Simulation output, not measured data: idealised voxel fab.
Process module, titled voxel transistor to metal
It is cross-section cut that appears here, measuring 280 nm in width, its square cells being 5 nm in size.
In this document a cross-section is written as a grid of square cells. It is given as a series of bands, listed from the top down, and a band is one or more rows of cells. Top height, bottom height, nm. Materials left to right, width each, nm. Single material + "all across" = fills band edge to edge. "empty" = empty. The reference from which all heights are counted is 0, the level beneath which the as-received wafer is entirely one material; the lowest band, having no lower bound, proceeds downward and is written after the example "0 nm and below". Top row gets the first number, bottom row gets the second, and each row in between changes by the same step: that is how a band width like "30->40" works. It should be understood that the words "no change occurred", when stated for a given step, signify that the cross-section underwent no change in any of its cells during that step. Under "Fully sealed cavities" you'll find the enclosed gaps, the ones with no way out to the top, that are 8 cells or bigger; each reads width x height at distance, with distance counted from the left edge, everything in nm. Post-settings text on a step line: simulator's own remark regarding the step. If you see "overlay nm" on a step's line and that step has a mask, it's telling you how far right of where it was planned the mask ended up; a negative number means it went left instead.

# List of planned process steps
1,RECEIVE (material Si)
2,OXIDIZE (depth nm 5)
3,CONFORMAL_DEP (material SiN; thk nm 15)
4,MASKED_ETCH (tone cover; mask id ACTIVE; width nm 90; pitch nm 130; etch materials SiN; depth nm 15; overlay nm 0)
5,MASKED_ETCH (tone cover; mask id ACTIVE; width nm 100; pitch nm 130; etch materials SiO2; depth nm 5; overlay nm 0)
6,MASKED_ETCH (tone cover; mask id ACTIVE; width nm 100; pitch nm 130; etch materials Si; depth nm 25; overlay nm 0)
7,OXIDIZE (depth nm 5)
8,FILL_DEP (material SiO2; thk nm 5)
9,CMP (height nm 15)
10,SELECTIVE_ETCH (etch materials SiO2; depth nm 15)
11,STRIP (etch materials SiN)
12,SELECTIVE_ETCH (etch materials SiO2; depth nm 5)
13,OXIDIZE (depth nm 5)
14,DIRECTIONAL_DEP (material polySi; thk nm 20)
15,DIRECTIONAL_DEP (material SiCN; thk nm 10)
16,MASKED_ETCH (tone cover; mask id GATE; width nm 20; pitch nm 130; etch materials SiCN; depth nm 20; overlay nm 0)
17,MASKED_ETCH (tone cover; mask id GATE; width nm 20; pitch nm 130; etch materials polySi; depth nm 30; overlay nm 0)
18,CONFORMAL_DEP (material SiN; thk nm 5)
19,DIRECTIONAL_ETCH (etch materials SiN; depth nm 5)
20,DIRECTIONAL_ETCH (etch materials SiO2; depth nm 5)
21,EPI (material pSi; thk nm 5)
22,FILL_DEP (material SiO2; thk nm 10)
23,CMP (height nm 25)
24,DIRECTIONAL_DEP (material SiO2; thk nm 10)
25,DIRECTIONAL_DEP (material aC; thk nm 15)
26,PATTERN (tone open; mask id CONTACT; material resist; width nm 30; thk nm 30; overlay nm 0)
27,DIRECTIONAL_ETCH (etch materials aC; depth nm 15)
28,STRIP (etch materials resist)
29,DIRECTIONAL_ETCH (etch materials SiO2; depth nm 40)
30,STRIP (etch materials aC)
31,CONFORMAL_DEP (material TiN; thk nm 5)
32,FILL_DEP (material W; thk nm 10)
33,CMP (height nm 35)
34,CONFORMAL_DEP (material SiN; thk nm 5)
35,DIRECTIONAL_DEP (material SiO2; thk nm 15)
36,DIRECTIONAL_DEP (material aC; thk nm 10)
37,PATTERN (tone open; mask id METAL_1; material resist; width nm 15; thk nm 30; overlay nm 0)
38,DIRECTIONAL_ETCH (etch materials aC; depth nm 10)
39,STRIP (etch materials resist)
40,DIRECTIONAL_ETCH (etch materials SiO2; depth nm 15)
41,DIRECTIONAL_ETCH (etch materials SiN; depth nm 5)
42,STRIP (etch materials aC)
43,CONFORMAL_DEP (material TiN; thk nm 5)
44,FILL_DEP (material Cu; thk nm 10)
45,CMP (height nm 55)
46,CONFORMAL_DEP (material SiN; thk nm 5)
The wafers in this document start out alike and differ in the width nm applied at step 4; the plan shows the value used for the first wafer.

# This is how the first of several wafers looked in cross-section when it arrived, which is after step 1
* 0 nm and below: Si all across
* Fully sealed cavities: none

# Below, a row for every wafer. Read it as the end-of-module picture: for each material the wafer shows its cells gained (+) or lost (-) since it was received, and then its closed voids
width nm 90, +12 Cu, -212 Si, +16 SiCN, +124 SiN, +444 SiO2, +116 TiN, +112 W, +28 pSi, +32 polySi, Fully sealed cavities: none
width nm 95, +12 Cu, -212 Si, +16 SiCN, +124 SiN, +444 SiO2, +116 TiN, +112 W, +28 pSi, +32 polySi, Fully sealed cavities: none
width nm 100, +12 Cu, -212 Si, +16 SiCN, +124 SiN, +444 SiO2, +116 TiN, +112 W, +28 pSi, +32 polySi, Fully sealed cavities: none
width nm 105, +12 Cu, -202 Si, +16 SiCN, +124 SiN, +432 SiO2, +116 TiN, +112 W, +30 pSi, +32 polySi, Fully sealed cavities: none
width nm 110, +12 Cu, -192 Si, +16 SiCN, +124 SiN, +420 SiO2, +116 TiN, +112 W, +32 pSi, +32 polySi, Fully sealed cavities: none
width nm 115, +12 Cu, -182 Si, +16 SiCN, +124 SiN, +408 SiO2, +116 TiN, +112 W, +34 pSi, +32 polySi, Fully sealed cavities: none
